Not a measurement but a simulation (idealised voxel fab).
This section sets out a process module, namely voxel transistor to metal.
Section shown: cut. Width: 215 nm. Cell size: 5 nm, square.
Heads up, the way a cross-section reads in here is a grid of square cells, handed over as bands from the top down, with every band being one or more rows of cells.
Basically the band line says how high the top is and how high the bottom is, in nm, and then what's in it from left to right, every material with its width in nm. Empty space shows up as "blank", and if a single material carries "full width" it runs the full band edge to edge.
Below 0: as-received wafer, all one material; heights counted from there. Lowest band: no bottom, goes on down, written "0 and below".
Read "30->40" as a graded width: first number on top, second number at the bottom, same change between each pair of neighbouring rows.
Where a step carries "nothing was modified", the cross-section came out of it unchanged, cell for cell.
Look at "Unvented voids" for the closed voids: empty spaces with no open path to the top, sized 8 cells or up. Each is width x height at distance, distance from the left edge, all nm.
Note: text after step settings on the step line = simulator remark on that step.
overlay nm: step with mask; distance mask lay right of planned place; negative value = left of planned place.
Layout of what follows: cross-section pairs, each bracketing one process step, the after cross-section shown only to the lowest band that changed, the step between and its settings noted under each pair. Pairs may originate in different runs of this module on the same starting wafer; a pair continues from the pair above only where its entry headed "Pre-step profile" says so.

Pre-step profile
	70 down to 55 | 50 blank | 20 resist | 75 blank | 20 resist | 50 blank
	55 down to 35 | W full width
	35 down to 30 | TiN full width
	30 down to 15 | 50 SiO2 | 5 TiN | 10 Ru | 5 TiN | 75 SiO2 | 5 TiN | 10 Ru | 5 TiN | 50 SiO2
	15 down to 0 | 50 SiO2 | 5 TiN | 10 Ru | 5 TiN | 10 SiO2 | 5 SiN | 5 HfO2 | 5 TiN | 25 W | 5 TiN | 5 HfO2 | 5 SiN | 10 SiO2 | 5 TiN | 10 Ru | 5 TiN | 50 SiO2
	0 down to -5 | 45 SiO2 | 5 SiN | 10 TiN | 5 Ru | 5 TiN | 10 SiO2 | 5 SiN | 5 HfO2 | 35 TiN | 5 HfO2 | 5 SiN | 10 SiO2 | 5 TiN | 5 Ru | 10 TiN | 5 SiN | 45 SiO2
	-5 down to -10 | 50 SiO2 | 5 pSi | 15 TiN | 5 SiO2 | 5 pSi | 5 SiO2 | 45 HfO2 | 5 SiO2 | 5 pSi | 5 SiO2 | 15 TiN | 5 pSi | 50 SiO2
	-10 down to -15 | 45 SiO2 | 5 Si | 30 pSi | 55 Si | 30 pSi | 5 Si | 45 SiO2
	-15 down to -45 | 45 SiO2 | 125 Si | 45 SiO2
	-45 and below | Si full width
	Unvented voids: none

Post-Process Section
	70 down to 55 | 50 blank | 20 resist | 75 blank | 20 resist | 50 blank
	55 down to 35 | 50 blank | 20 W | 75 blank | 20 W | 50 blank
	Whatever lies below 35 is exactly as it was before.
	Unvented voids: none
Intermediate step for the cross-sections above: DIRECTIONAL_ETCH with etch materials W, depth nm 20

Pre-step profile: the wafer arrives at this step looking as the after cross-section in the pair just above shows it.

Post-Process Section
	70 down to 55 | 50 blank | 20 resist | 75 blank | 20 resist | 50 blank
	55 down to 35 | 50 blank | 20 W | 75 blank | 20 W | 50 blank
	35 down to 30 | 50 blank | 20 TiN | 75 blank | 20 TiN | 50 blank
	Whatever lies below 30 is exactly as it was before.
	Unvented voids: none
Intermediate step for the cross-sections above: DIRECTIONAL_ETCH with etch materials TiN, depth nm 5

Pre-step profile: the wafer arrives at this step looking as the after cross-section in the pair just above shows it.

Post-Process Section
	55 down to 35 | 50 blank | 20 W | 75 blank | 20 W | 50 blank
	Whatever lies below 35 is exactly as it was before.
	Unvented voids: none
Intermediate step for the cross-sections above: STRIP with etch materials resist

Pre-step profile: the wafer arrives at this step looking as the after cross-section in the pair just above shows it.

Post-Process Section
	60 down to 55 | 45 blank | 30 SiCN | 65 blank | 30 SiCN | 45 blank
	55 down to 35 | 45 blank | 5 SiCN | 20 W | 5 SiCN | 65 blank | 5 SiCN | 20 W | 5 SiCN | 45 blank
	35 down to 30 | 50 SiCN | 20 TiN | 75 SiCN | 20 TiN | 50 SiCN
	Whatever lies below 30 is exactly as it was before.
	Unvented voids: none
Intermediate step for the cross-sections above: CONFORMAL_DEP with material SiCN, thk nm 5

Pre-step profile: the wafer arrives at this step looking as the after cross-section in the pair just above shows it.

Post-Process Section
	65 down to 60 | lowk full width
	60 down to 55 | 45 lowk | 30 SiCN | 65 lowk | 30 SiCN | 45 lowk
	55 down to 35 | 45 lowk | 5 SiCN | 20 W | 5 SiCN | 65 lowk | 5 SiCN | 20 W | 5 SiCN | 45 lowk
	Whatever lies below 35 is exactly as it was before.
	Unvented voids: none
Intermediate step for the cross-sections above: FILL_DEP with material lowk, thk nm 5

Pre-step profile: the wafer arrives at this step looking as the after cross-section in the pair just above shows it.

Post-Process Section
	55 down to 35 | 45 lowk | 5 SiCN | 20 W | 5 SiCN | 65 lowk | 5 SiCN | 20 W | 5 SiCN | 45 lowk
	Whatever lies below 35 is exactly as it was before.
	Unvented voids: none
Intermediate step for the cross-sections above: CMP with height nm 55

Pre-step profile: the wafer arrives at this step looking as the after cross-section in the pair just above shows it.

Post-Process Section
	60 down to 55 | SiCN full width
	Whatever lies below 55 is exactly as it was before.
	Unvented voids: none
Intermediate step for the cross-sections above: CONFORMAL_DEP with material SiCN, thk nm 5

Pre-step profile: the wafer arrives at this step looking as the after cross-section in the pair just above shows it.

Post-Process Section
	85 down to 60 | lowk full width
	Whatever lies below 60 is exactly as it was before.
	Unvented voids: none
Intermediate step for the cross-sections above: DIRECTIONAL_DEP with material lowk, thk nm 25

Pre-step profile: the wafer arrives at this step looking as the after cross-section in the pair just above shows it.

Post-Process Section
	105 down to 85 | 50 resist | 15 blank | 80 resist | 15 blank | 55 resist
	Whatever lies below 85 is exactly as it was before.
	Unvented voids: none
Intermediate step for the cross-sections above: PATTERN with tone open, mask id METAL_2_HOLES, material resist, width nm 15, pitch nm 95, thk nm 20, overlay nm 0

Pre-step profile: the wafer arrives at this step looking as the after cross-section in the pair just above shows it.

Post-Process Section
	105 down to 85 | 50 resist | 15 blank | 80 resist | 15 blank | 55 resist
	85 down to 60 | 50 lowk | 15 blank | 80 lowk | 15 blank | 55 lowk
	Whatever lies below 60 is exactly as it was before.
	Unvented voids: none
Intermediate step for the cross-sections above: DIRECTIONAL_ETCH with etch materials lowk, depth nm 25

Pre-step profile: the wafer arrives at this step looking as the after cross-section in the pair just above shows it.

Post-Process Section
	85 down to 60 | 50 lowk | 15 blank | 80 lowk | 15 blank | 55 lowk
	Whatever lies below 60 is exactly as it was before.
	Unvented voids: none
Intermediate step for the cross-sections above: STRIP with etch materials resist

Pre-step profile: the wafer arrives at this step looking as the after cross-section in the pair just above shows it.

Post-Process Section
	95 down to 85 | 50 aC | 15 blank | 80 aC | 15 blank | 55 aC
	85 down to 70 | 50 lowk | 15 blank | 80 lowk | 15 blank | 55 lowk
	70 down to 60 | 50 lowk | 15 aC | 80 lowk | 15 aC | 55 lowk
	Whatever lies below 60 is exactly as it was before.
	Unvented voids: none
Intermediate step for the cross-sections above: DIRECTIONAL_DEP with material aC, thk nm 10

Pre-step profile: the wafer arrives at this step looking as the after cross-section in the pair just above shows it.

Post-Process Section
	120 down to 95 | 50 resist | 20 blank | 75 resist | 20 blank | 50 resist
	Whatever lies below 95 is exactly as it was before.
	Unvented voids: none
Intermediate step for the cross-sections above: PATTERN with tone open, mask id METAL_2, material resist, width nm 20, pitch nm 95, thk nm 25, overlay nm 0

Pre-step profile: the wafer arrives at this step looking as the after cross-section in the pair just above shows it.

Post-Process Section
	110 down to 95 | 50 resist | 20 blank | 75 resist | 20 blank | 50 resist
	95 down to 85 | 50 aC | 20 blank | 75 aC | 20 blank | 50 aC
	85 down to 60 | 50 lowk | 15 blank | 80 lowk | 15 blank | 55 lowk
	Whatever lies below 60 is exactly as it was before.
	Unvented voids: none
Intermediate step for the cross-sections above: DIRECTIONAL_ETCH with etch materials aC, depth nm 10

Pre-step profile: the wafer arrives at this step looking as the after cross-section in the pair just above shows it.

Post-Process Section
	95 down to 85 | 50 aC | 20 blank | 75 aC | 20 blank | 50 aC
	Whatever lies below 85 is exactly as it was before.
	Unvented voids: none
Intermediate step for the cross-sections above: STRIP with etch materials resist

Pre-step profile: the wafer arrives at this step looking as the after cross-section in the pair just above shows it.

Post-Process Section
	95 down to 85 | 50 aC | 20 blank | 75 aC | 20 blank | 50 aC
	85 down to 70 | 50 lowk | 20 blank | 75 lowk | 20 blank | 50 lowk
	Whatever lies below 70 is exactly as it was before.
	Unvented voids: none
Intermediate step for the cross-sections above: DIRECTIONAL_ETCH with etch materials lowk, depth nm 15

Pre-step profile: the wafer arrives at this step looking as the after cross-section in the pair just above shows it.

Post-Process Section
	95 down to 85 | 50 aC | 20 blank | 75 aC | 20 blank | 50 aC
	85 down to 70 | 50 lowk | 20 blank | 75 lowk | 20 blank | 50 lowk
	70 down to 60 | 50 lowk | 15 blank | 80 lowk | 15 blank | 55 lowk
	60 down to 55 | 50 SiCN | 15 blank | 80 SiCN | 15 blank | 55 SiCN
	Whatever lies below 55 is exactly as it was before.
	Unvented voids: none
Intermediate step for the cross-sections above: DIRECTIONAL_ETCH with etch materials SiCN, depth nm 5

Pre-step profile: the wafer arrives at this step looking as the after cross-section in the pair just above shows it.

Post-Process Section
	85 down to 70 | 50 lowk | 20 blank | 75 lowk | 20 blank | 50 lowk
	Whatever lies below 70 is exactly as it was before.
	Unvented voids: none
Intermediate step for the cross-sections above: STRIP with etch materials aC

Pre-step profile: the wafer arrives at this step looking as the after cross-section in the pair just above shows it.

Post-Process Section
	90 down to 85 | 55 TiN | 10 blank | 85 TiN | 10 blank | 55 TiN
	85 down to 75 | 50 lowk | 5 TiN | 10 blank | 5 TiN | 75 lowk | 5 TiN | 10 blank | 5 TiN | 50 lowk
	75 down to 70 | 50 lowk | 5 TiN | 5 blank | 10 TiN | 75 lowk | 5 TiN | 5 blank | 10 TiN | 50 lowk
	70 down to 60 | 50 lowk | 5 TiN | 5 blank | 5 TiN | 80 lowk | 5 TiN | 5 blank | 5 TiN | 55 lowk
	60 down to 55 | 50 SiCN | 15 TiN | 80 SiCN | 15 TiN | 55 SiCN
	Whatever lies below 55 is exactly as it was before.
	Unvented voids: none
Intermediate step for the cross-sections above: CONFORMAL_DEP with material TiN, thk nm 5

Pre-step profile: the wafer arrives at this step looking as the after cross-section in the pair just above shows it.

Post-Process Section
	95 down to 90 | Ru full width
	90 down to 85 | 55 TiN | 10 Ru | 85 TiN | 10 Ru | 55 TiN
	85 down to 75 | 50 lowk | 5 TiN | 10 Ru | 5 TiN | 75 lowk | 5 TiN | 10 Ru | 5 TiN | 50 lowk
	75 down to 70 | 50 lowk | 5 TiN | 5 Ru | 10 TiN | 75 lowk | 5 TiN | 5 Ru | 10 TiN | 50 lowk
	70 down to 60 | 50 lowk | 5 TiN | 5 Ru | 5 TiN | 80 lowk | 5 TiN | 5 Ru | 5 TiN | 55 lowk
	Whatever lies below 60 is exactly as it was before.
	Unvented voids: none
Intermediate step for the cross-sections above: FILL_DEP with material Ru, thk nm 5

Pre-step profile: the wafer arrives at this step looking as the after cross-section in the pair just above shows it.

Post-Process Section
	85 down to 75 | 50 lowk | 5 TiN | 10 Ru | 5 TiN | 75 lowk | 5 TiN | 10 Ru | 5 TiN | 50 lowk
	Whatever lies below 75 is exactly as it was before.
	Unvented voids: none
Intermediate step for the cross-sections above: CMP with height nm 85

Pre-step profile: the wafer arrives at this step looking as the after cross-section in the pair just above shows it.

Post-Process Section
	90 down to 85 | SiCN full width
	Whatever lies below 85 is exactly as it was before.
	Unvented voids: none
Intermediate step for the cross-sections above: CONFORMAL_DEP with material SiCN, thk nm 5

Pre-step profile
	30 down to 15 | SiO2 full width
	15 down to 0 | 80 SiO2 | 5 SiN | 5 HfO2 | 5 TiN | 25 W | 5 TiN | 5 HfO2 | 5 SiN | 80 SiO2
	0 down to -5 | 40 SiO2 | 5 SiN | 35 SiO2 | 5 SiN | 5 HfO2 | 35 TiN | 5 HfO2 | 5 SiN | 35 SiO2 | 5 SiN | 40 SiO2
	-5 down to -10 | 75 SiO2 | 5 pSi | 5 SiO2 | 45 HfO2 | 5 SiO2 | 5 pSi | 75 SiO2
	-10 down to -15 | 45 SiO2 | 35 pSi | 55 Si | 35 pSi | 45 SiO2
	-15 down to -45 | 45 SiO2 | 125 Si | 45 SiO2
	-45 and below | Si full width
	Unvented voids: none

Post-Process Section
	30 down to 15 | 40 SiO2 | 20 blank | 75 SiO2 | 20 blank | 60 SiO2
	15 down to 0 | 40 SiO2 | 20 blank | 20 SiO2 | 5 SiN | 5 HfO2 | 5 TiN | 25 W | 5 TiN | 5 HfO2 | 5 SiN | 20 blank | 60 SiO2
	0 down to -5 | 40 SiO2 | 5 SiN | 15 blank | 20 SiO2 | 5 SiN | 5 HfO2 | 35 TiN | 5 HfO2 | 5 SiN | 20 blank | 15 SiO2 | 5 SiN | 40 SiO2
	-5 down to -10 | 45 SiO2 | 15 blank | 15 SiO2 | 5 pSi | 5 SiO2 | 45 HfO2 | 5 SiO2 | 5 pSi | 15 blank | 60 SiO2
	Whatever lies below -10 is exactly as it was before.
	Unvented voids: none
Intermediate step for the cross-sections above: MASKED_ETCH with tone open, mask id CONTACT, width nm 20, pitch nm 95, etch materials SiO2, depth nm 40, overlay nm -10

Pre-step profile: the wafer arrives at this step looking as the after cross-section in the pair just above shows it.

Post-Process Section
	35 down to 30 | 45 TiN | 10 blank | 85 TiN | 10 blank | 65 TiN
	30 down to 15 | 40 SiO2 | 5 TiN | 10 blank | 5 TiN | 75 SiO2 | 5 TiN | 10 blank | 5 TiN | 60 SiO2
	15 down to 5 | 40 SiO2 | 5 TiN | 10 blank | 5 TiN | 20 SiO2 | 5 SiN | 5 HfO2 | 5 TiN | 25 W | 5 TiN | 5 HfO2 | 5 SiN | 5 TiN | 10 blank | 5 TiN | 60 SiO2
	5 down to 0 | 40 SiO2 | 10 TiN | 5 blank | 5 TiN | 20 SiO2 | 5 SiN | 5 HfO2 | 5 TiN | 25 W | 5 TiN | 5 HfO2 | 5 SiN | 5 TiN | 10 blank | 5 TiN | 60 SiO2
	0 down to -5 | 40 SiO2 | 5 SiN | 5 TiN | 5 blank | 5 TiN | 20 SiO2 | 5 SiN | 5 HfO2 | 35 TiN | 5 HfO2 | 5 SiN | 10 TiN | 5 blank | 5 TiN | 15 SiO2 | 5 SiN | 40 SiO2
	-5 down to -10 | 45 SiO2 | 15 TiN | 15 SiO2 | 5 pSi | 5 SiO2 | 45 HfO2 | 5 SiO2 | 5 pSi | 15 TiN | 60 SiO2
	Whatever lies below -10 is exactly as it was before.
	Unvented voids: none
Intermediate step for the cross-sections above: CONFORMAL_DEP with material TiN, thk nm 5

Pre-step profile: the wafer arrives at this step looking as the after cross-section in the pair just above shows it.

Post-Process Section
	45 down to 35 | Ru full width
	35 down to 30 | 45 TiN | 10 Ru | 85 TiN | 10 Ru | 65 TiN
	30 down to 15 | 40 SiO2 | 5 TiN | 10 Ru | 5 TiN | 75 SiO2 | 5 TiN | 10 Ru | 5 TiN | 60 SiO2
	15 down to 5 | 40 SiO2 | 5 TiN | 10 Ru | 5 TiN | 20 SiO2 | 5 SiN | 5 HfO2 | 5 TiN | 25 W | 5 TiN | 5 HfO2 | 5 SiN | 5 TiN | 10 Ru | 5 TiN | 60 SiO2
	5 down to 0 | 40 SiO2 | 10 TiN | 5 Ru | 5 TiN | 20 SiO2 | 5 SiN | 5 HfO2 | 5 TiN | 25 W | 5 TiN | 5 HfO2 | 5 SiN | 5 TiN | 10 Ru | 5 TiN | 60 SiO2
	0 down to -5 | 40 SiO2 | 5 SiN | 5 TiN | 5 Ru | 5 TiN | 20 SiO2 | 5 SiN | 5 HfO2 | 35 TiN | 5 HfO2 | 5 SiN | 10 TiN | 5 Ru | 5 TiN | 15 SiO2 | 5 SiN | 40 SiO2
	Whatever lies below -5 is exactly as it was before.
	Unvented voids: none
Intermediate step for the cross-sections above: FILL_DEP with material Ru, thk nm 10

Pre-step profile: the wafer arrives at this step looking as the after cross-section in the pair just above shows it.

Post-Process Section
	30 down to 15 | 40 SiO2 | 5 TiN | 10 Ru | 5 TiN | 75 SiO2 | 5 TiN | 10 Ru | 5 TiN | 60 SiO2
	Whatever lies below 15 is exactly as it was before.
	Unvented voids: none
Intermediate step for the cross-sections above: CMP with height nm 30

Pre-step profile: the wafer arrives at this step looking as the after cross-section in the pair just above shows it.

Post-Process Section
	35 down to 30 | TiN full width
	Whatever lies below 30 is exactly as it was before.
	Unvented voids: none
Intermediate step for the cross-sections above: DIRECTIONAL_DEP with material TiN, thk nm 5

Pre-step profile: the wafer arrives at this step looking as the after cross-section in the pair just above shows it.

Post-Process Section
	55 down to 35 | W full width
	Whatever lies below 35 is exactly as it was before.
	Unvented voids: none
Intermediate step for the cross-sections above: DIRECTIONAL_DEP with material W, thk nm 20

Pre-step profile: the wafer arrives at this step looking as the after cross-section in the pair just above shows it.

Post-Process Section
	70 down to 55 | 50 blank | 20 resist | 75 blank | 20 resist | 50 blank
	Whatever lies below 55 is exactly as it was before.
	Unvented voids: none
Intermediate step for the cross-sections above: PATTERN with tone cover, mask id METAL_1, material resist, width nm 20, pitch nm 95, thk nm 15, overlay nm 0

Pre-step profile: the wafer arrives at this step looking as the after cross-section in the pair just above shows it.

Post-Process Section
	70 down to 55 | 50 blank | 20 resist | 75 blank | 20 resist | 50 blank
	55 down to 35 | 50 blank | 20 W | 75 blank | 20 W | 50 blank
	Whatever lies below 35 is exactly as it was before.
	Unvented voids: none
Intermediate step for the cross-sections above: DIRECTIONAL_ETCH with etch materials W, depth nm 20

Pre-step profile: the wafer arrives at this step looking as the after cross-section in the pair just above shows it.

Post-Process Section
	70 down to 55 | 50 blank | 20 resist | 75 blank | 20 resist | 50 blank
	55 down to 35 | 50 blank | 20 W | 75 blank | 20 W | 50 blank
	35 down to 30 | 50 blank | 20 TiN | 75 blank | 20 TiN | 50 blank
	Whatever lies below 30 is exactly as it was before.
	Unvented voids: none
Intermediate step for the cross-sections above: DIRECTIONAL_ETCH with etch materials TiN, depth nm 5

Pre-step profile: the wafer arrives at this step looking as the after cross-section in the pair just above shows it.

Post-Process Section
	55 down to 35 | 50 blank | 20 W | 75 blank | 20 W | 50 blank
	Whatever lies below 35 is exactly as it was before.
	Unvented voids: none
Intermediate step for the cross-sections above: STRIP with etch materials resist

Pre-step profile: the wafer arrives at this step looking as the after cross-section in the pair just above shows it.

Post-Process Section
	60 down to 55 | 45 blank | 30 SiCN | 65 blank | 30 SiCN | 45 blank
	55 down to 35 | 45 blank | 5 SiCN | 20 W | 5 SiCN | 65 blank | 5 SiCN | 20 W | 5 SiCN | 45 blank
	35 down to 30 | 50 SiCN | 20 TiN | 75 SiCN | 20 TiN | 50 SiCN
	Whatever lies below 30 is exactly as it was before.
	Unvented voids: none
Intermediate step for the cross-sections above: CONFORMAL_DEP with material SiCN, thk nm 5

Pre-step profile: the wafer arrives at this step looking as the after cross-section in the pair just above shows it.

Post-Process Section
	65 down to 60 | lowk full width
	60 down to 55 | 45 lowk | 30 SiCN | 65 lowk | 30 SiCN | 45 lowk
	55 down to 35 | 45 lowk | 5 SiCN | 20 W | 5 SiCN | 65 lowk | 5 SiCN | 20 W | 5 SiCN | 45 lowk
	Whatever lies below 35 is exactly as it was before.
	Unvented voids: none
Intermediate step for the cross-sections above: FILL_DEP with material lowk, thk nm 5

Pre-step profile: the wafer arrives at this step looking as the after cross-section in the pair just above shows it.

Post-Process Section
	55 down to 35 | 45 lowk | 5 SiCN | 20 W | 5 SiCN | 65 lowk | 5 SiCN | 20 W | 5 SiCN | 45 lowk
	Whatever lies below 35 is exactly as it was before.
	Unvented voids: none
Intermediate step for the cross-sections above: CMP with height nm 55

Pre-step profile: the wafer arrives at this step looking as the after cross-section in the pair just above shows it.

Post-Process Section
	60 down to 55 | SiCN full width
	Whatever lies below 55 is exactly as it was before.
	Unvented voids: none
Intermediate step for the cross-sections above: CONFORMAL_DEP with material SiCN, thk nm 5

Pre-step profile: the wafer arrives at this step looking as the after cross-section in the pair just above shows it.

Post-Process Section
	85 down to 60 | lowk full width
	Whatever lies below 60 is exactly as it was before.
	Unvented voids: none
Intermediate step for the cross-sections above: DIRECTIONAL_DEP with material lowk, thk nm 25

Pre-step profile: the wafer arrives at this step looking as the after cross-section in the pair just above shows it.

Post-Process Section
	105 down to 85 | 50 resist | 15 blank | 80 resist | 15 blank | 55 resist
	Whatever lies below 85 is exactly as it was before.
	Unvented voids: none
Intermediate step for the cross-sections above: PATTERN with tone open, mask id METAL_2_HOLES, material resist, width nm 15, pitch nm 95, thk nm 20, overlay nm 0

Pre-step profile: the wafer arrives at this step looking as the after cross-section in the pair just above shows it.

Post-Process Section
	105 down to 85 | 50 resist | 15 blank | 80 resist | 15 blank | 55 resist
	85 down to 60 | 50 lowk | 15 blank | 80 lowk | 15 blank | 55 lowk
	Whatever lies below 60 is exactly as it was before.
	Unvented voids: none
Intermediate step for the cross-sections above: DIRECTIONAL_ETCH with etch materials lowk, depth nm 25

Pre-step profile: the wafer arrives at this step looking as the after cross-section in the pair just above shows it.

Post-Process Section
	85 down to 60 | 50 lowk | 15 blank | 80 lowk | 15 blank | 55 lowk
	Whatever lies below 60 is exactly as it was before.
	Unvented voids: none
Intermediate step for the cross-sections above: STRIP with etch materials resist

Pre-step profile: the wafer arrives at this step looking as the after cross-section in the pair just above shows it.

Post-Process Section
	95 down to 85 | 50 aC | 15 blank | 80 aC | 15 blank | 55 aC
	85 down to 70 | 50 lowk | 15 blank | 80 lowk | 15 blank | 55 lowk
	70 down to 60 | 50 lowk | 15 aC | 80 lowk | 15 aC | 55 lowk
	Whatever lies below 60 is exactly as it was before.
	Unvented voids: none
Intermediate step for the cross-sections above: DIRECTIONAL_DEP with material aC, thk nm 10

Pre-step profile: the wafer arrives at this step looking as the after cross-section in the pair just above shows it.

Post-Process Section
	120 down to 95 | 50 resist | 20 blank | 75 resist | 20 blank | 50 resist
	Whatever lies below 95 is exactly as it was before.
	Unvented voids: none
Intermediate step for the cross-sections above: PATTERN with tone open, mask id METAL_2, material resist, width nm 20, pitch nm 95, thk nm 25, overlay nm 0

Pre-step profile: the wafer arrives at this step looking as the after cross-section in the pair just above shows it.

Post-Process Section
	110 down to 95 | 50 resist | 20 blank | 75 resist | 20 blank | 50 resist
	95 down to 85 | 50 aC | 20 blank | 75 aC | 20 blank | 50 aC
	85 down to 60 | 50 lowk | 15 blank | 80 lowk | 15 blank | 55 lowk
	Whatever lies below 60 is exactly as it was before.
	Unvented voids: none
Intermediate step for the cross-sections above: DIRECTIONAL_ETCH with etch materials aC, depth nm 10

Pre-step profile: the wafer arrives at this step looking as the after cross-section in the pair just above shows it.

Post-Process Section
	95 down to 85 | 50 aC | 20 blank | 75 aC | 20 blank | 50 aC
	Whatever lies below 85 is exactly as it was before.
	Unvented voids: none
Intermediate step for the cross-sections above: STRIP with etch materials resist

Pre-step profile: the wafer arrives at this step looking as the after cross-section in the pair just above shows it.

Post-Process Section
	95 down to 85 | 50 aC | 20 blank | 75 aC | 20 blank | 50 aC
	85 down to 70 | 50 lowk | 20 blank | 75 lowk | 20 blank | 50 lowk
	Whatever lies below 70 is exactly as it was before.
	Unvented voids: none
Intermediate step for the cross-sections above: DIRECTIONAL_ETCH with etch materials lowk, depth nm 15

Pre-step profile: the wafer arrives at this step looking as the after cross-section in the pair just above shows it.

Post-Process Section
	95 down to 85 | 50 aC | 20 blank | 75 aC | 20 blank | 50 aC
	85 down to 70 | 50 lowk | 20 blank | 75 lowk | 20 blank | 50 lowk
	70 down to 60 | 50 lowk | 15 blank | 80 lowk | 15 blank | 55 lowk
	60 down to 55 | 50 SiCN | 15 blank | 80 SiCN | 15 blank | 55 SiCN
	Whatever lies below 55 is exactly as it was before.
	Unvented voids: none
Intermediate step for the cross-sections above: DIRECTIONAL_ETCH with etch materials SiCN, depth nm 5

Pre-step profile: the wafer arrives at this step looking as the after cross-section in the pair just above shows it.

Post-Process Section
	85 down to 70 | 50 lowk | 20 blank | 75 lowk | 20 blank | 50 lowk
	Whatever lies below 70 is exactly as it was before.
	Unvented voids: none
Intermediate step for the cross-sections above: STRIP with etch materials aC

Pre-step profile: the wafer arrives at this step looking as the after cross-section in the pair just above shows it.

Post-Process Section
	90 down to 85 | 55 TiN | 10 blank | 85 TiN | 10 blank | 55 TiN
	85 down to 75 | 50 lowk | 5 TiN | 10 blank | 5 TiN | 75 lowk | 5 TiN | 10 blank | 5 TiN | 50 lowk
	75 down to 70 | 50 lowk | 5 TiN | 5 blank | 10 TiN | 75 lowk | 5 TiN | 5 blank | 10 TiN | 50 lowk
	70 down to 60 | 50 lowk | 5 TiN | 5 blank | 5 TiN | 80 lowk | 5 TiN | 5 blank | 5 TiN | 55 lowk
	60 down to 55 | 50 SiCN | 15 TiN | 80 SiCN | 15 TiN | 55 SiCN
	Whatever lies below 55 is exactly as it was before.
	Unvented voids: none
Intermediate step for the cross-sections above: CONFORMAL_DEP with material TiN, thk nm 5

Pre-step profile: the wafer arrives at this step looking as the after cross-section in the pair just above shows it.

Post-Process Section
	95 down to 90 | Ru full width
	90 down to 85 | 55 TiN | 10 Ru | 85 TiN | 10 Ru | 55 TiN
	85 down to 75 | 50 lowk | 5 TiN | 10 Ru | 5 TiN | 75 lowk | 5 TiN | 10 Ru | 5 TiN | 50 lowk
	75 down to 70 | 50 lowk | 5 TiN | 5 Ru | 10 TiN | 75 lowk | 5 TiN | 5 Ru | 10 TiN | 50 lowk
	70 down to 60 | 50 lowk | 5 TiN | 5 Ru | 5 TiN | 80 lowk | 5 TiN | 5 Ru | 5 TiN | 55 lowk
	Whatever lies below 60 is exactly as it was before.
	Unvented voids: none
Intermediate step for the cross-sections above: FILL_DEP with material Ru, thk nm 5

Pre-step profile: the wafer arrives at this step looking as the after cross-section in the pair just above shows it.

Post-Process Section
	85 down to 75 | 50 lowk | 5 TiN | 10 Ru | 5 TiN | 75 lowk | 5 TiN | 10 Ru | 5 TiN | 50 lowk
	Whatever lies below 75 is exactly as it was before.
	Unvented voids: none
Intermediate step for the cross-sections above: CMP with height nm 85

Pre-step profile: the wafer arrives at this step looking as the after cross-section in the pair just above shows it.

Post-Process Section
	90 down to 85 | SiCN full width
	Whatever lies below 85 is exactly as it was before.
	Unvented voids: none
Intermediate step for the cross-sections above: CONFORMAL_DEP with material SiCN, thk nm 5

Pre-step profile
	25 down to 20 | 75 blank | 15 HfO2 | 35 blank | 15 HfO2 | 75 blank
	20 down to 15 | 80 HfO2 | 5 SiN | 5 HfO2 | 35 blank | 5 HfO2 | 5 SiN | 80 HfO2
	15 down to 0 | 80 SiO2 | 5 SiN | 5 HfO2 | 35 blank | 5 HfO2 | 5 SiN | 80 SiO2
	0 down to -5 | 40 SiO2 | 5 SiN | 35 SiO2 | 5 SiN | 5 HfO2 | 35 blank | 5 HfO2 | 5 SiN | 35 SiO2 | 5 SiN | 40 SiO2
	-5 down to -10 | 75 SiO2 | 5 pSi | 5 SiO2 | 45 HfO2 | 5 SiO2 | 5 pSi | 75 SiO2
	-10 down to -15 | 45 SiO2 | 35 pSi | 55 Si | 35 pSi | 45 SiO2
	-15 down to -45 | 45 SiO2 | 125 Si | 45 SiO2
	-45 and below | Si full width
	Unvented voids: none

Post-Process Section
	30 down to 25 | 70 blank | 25 lowk | 25 blank | 25 lowk | 70 blank
	25 down to 20 | 75 lowk | 15 HfO2 | 5 lowk | 25 blank | 5 lowk | 15 HfO2 | 75 lowk
	20 down to 15 | 80 HfO2 | 5 SiN | 5 HfO2 | 5 lowk | 25 blank | 5 lowk | 5 HfO2 | 5 SiN | 80 HfO2
	15 down to 0 | 80 SiO2 | 5 SiN | 5 HfO2 | 5 lowk | 25 blank | 5 lowk | 5 HfO2 | 5 SiN | 80 SiO2
	0 down to -5 | 40 SiO2 | 5 SiN | 35 SiO2 | 5 SiN | 5 HfO2 | 35 lowk | 5 HfO2 | 5 SiN | 35 SiO2 | 5 SiN | 40 SiO2
	Whatever lies below -5 is exactly as it was before.
	Unvented voids: none
Intermediate step for the cross-sections above: CONFORMAL_DEP with material lowk, thk nm 5

Pre-step profile: the wafer arrives at this step looking as the after cross-section in the pair just above shows it.

Post-Process Section
	35 down to 30 | W full width
	30 down to 25 | 70 W | 25 lowk | 25 W | 25 lowk | 70 W
	25 down to 20 | 75 lowk | 15 HfO2 | 5 lowk | 25 W | 5 lowk | 15 HfO2 | 75 lowk
	20 down to 15 | 80 HfO2 | 5 SiN | 5 HfO2 | 5 lowk | 25 W | 5 lowk | 5 HfO2 | 5 SiN | 80 HfO2
	15 down to 0 | 80 SiO2 | 5 SiN | 5 HfO2 | 5 lowk | 25 W | 5 lowk | 5 HfO2 | 5 SiN | 80 SiO2
	Whatever lies below 0 is exactly as it was before.
	Unvented voids: none
Intermediate step for the cross-sections above: FILL_DEP with material W, thk nm 5

Pre-step profile: the wafer arrives at this step looking as the after cross-section in the pair just above shows it.

Post-Process Section
	15 down to 0 | 80 SiO2 | 5 SiN | 5 HfO2 | 5 lowk | 25 W | 5 lowk | 5 HfO2 | 5 SiN | 80 SiO2
	Whatever lies below 0 is exactly as it was before.
	Unvented voids: none
Intermediate step for the cross-sections above: CMP with height nm 15

Pre-step profile: the wafer arrives at this step looking as the after cross-section in the pair just above shows it.

Post-Process Section
	30 down to 15 | SiO2 full width
	Whatever lies below 15 is exactly as it was before.
	Unvented voids: none
Intermediate step for the cross-sections above: DIRECTIONAL_DEP with material SiO2, thk nm 15
